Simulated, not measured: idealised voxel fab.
process module | voxel self aligned contacts
cross-section cut | 185 nm wide | cells 5 nm
A cross-section is a grid of square cells, given in bands from the top down. A band is one or more rows of cells.
Each band's line starts with the height of the band's top and of its bottom, in nm. Then come its materials from left to right, each with its width in nm. One material with "throughout" fills the band from edge to edge. "air" is empty space.
Height 0 is the level under which the wafer as received is all one material. The lowest band goes on downwards, as in "0 down".
A width such as "30 to 40" changes by the same amount from each row of cells to the next, from the band's top row to its bottom row.
"no change" after a step means that no cell of the cross-section changed.
closed voids: empty space of 8 cells or more with no open way to the top, each as width x height at its distance from the left edge, in nm
after a step's settings: what the simulator itself notes on the step
overlay nm, on a step with a mask: how far to the right of its planned place the mask lay; to the left if negative
plan
1 op RECEIVE | material Si
2 op CONFORMAL_DEP | material SiO2 | thk nm 5
3 op DIRECTIONAL_DEP | material polySi | thk nm 20
4 op DIRECTIONAL_DEP | material SiN | thk nm 15
5 op DIRECTIONAL_DEP | material aC | thk nm 10
6 op PATTERN | tone cover | mask id GATE | material resist | width nm 30 | pitch nm 65 | thk nm 30 | overlay nm 0
7 op DIRECTIONAL_ETCH | etch materials aC | depth nm 10
8 op STRIP | etch materials resist
9 op DIRECTIONAL_ETCH | etch materials SiN | depth nm 15
10 op DIRECTIONAL_ETCH | etch materials polySi | depth nm 20
11 op STRIP | etch materials aC
12 op CONFORMAL_DEP | material SiN | thk nm 5
13 op DIRECTIONAL_ETCH | etch materials SiN | depth nm 5
14 op FILL_DEP | material SiO2 | thk nm 15
15 op CMP | height nm 45
16 op DIRECTIONAL_DEP | material aC | thk nm 15
17 op PATTERN | tone open | mask id CONTACT | material resist | width nm 45 | thk nm 30 | overlay nm 0
18 op DIRECTIONAL_ETCH | etch materials aC | depth nm 15
19 op STRIP | etch materials resist
20 op DIRECTIONAL_ETCH | etch materials SiO2 | depth nm 45
21 op STRIP | etch materials aC
22 op CONFORMAL_DEP | material TiN | thk nm 5
23 op FILL_DEP | material W | thk nm 10
24 op CMP | height nm 45
25 op CONFORMAL_DEP | material SiCN | thk nm 5
as received, after step 1
  0 down: Si throughout
  closed voids: none
a wafer at the end: this start, this plan, one mistake
  50 to 45: SiCN throughout
  45 to 40: W 35 | TiN 35 | SiO2 45 | TiN 35 | W 35
  40 to 25: W 35 | TiN 5 | SiN 40 | SiO2 25 | SiN 40 | TiN 5 | W 35
  25 to 5: W 35 | TiN 5 | SiN 5 | polySi 30 | SiN 5 | SiO2 25 | SiN 5 | polySi 30 | SiN 5 | TiN 5 | W 35
  5 to 0: TiN 40 | SiO2 105 | TiN 40
  0 down: Si throughout
  closed voids: none
what went wrong: step 17 ran as: op PATTERN | tone cover | mask id CONTACT | material resist | width nm 45 | thk nm 30 | overlay nm 0
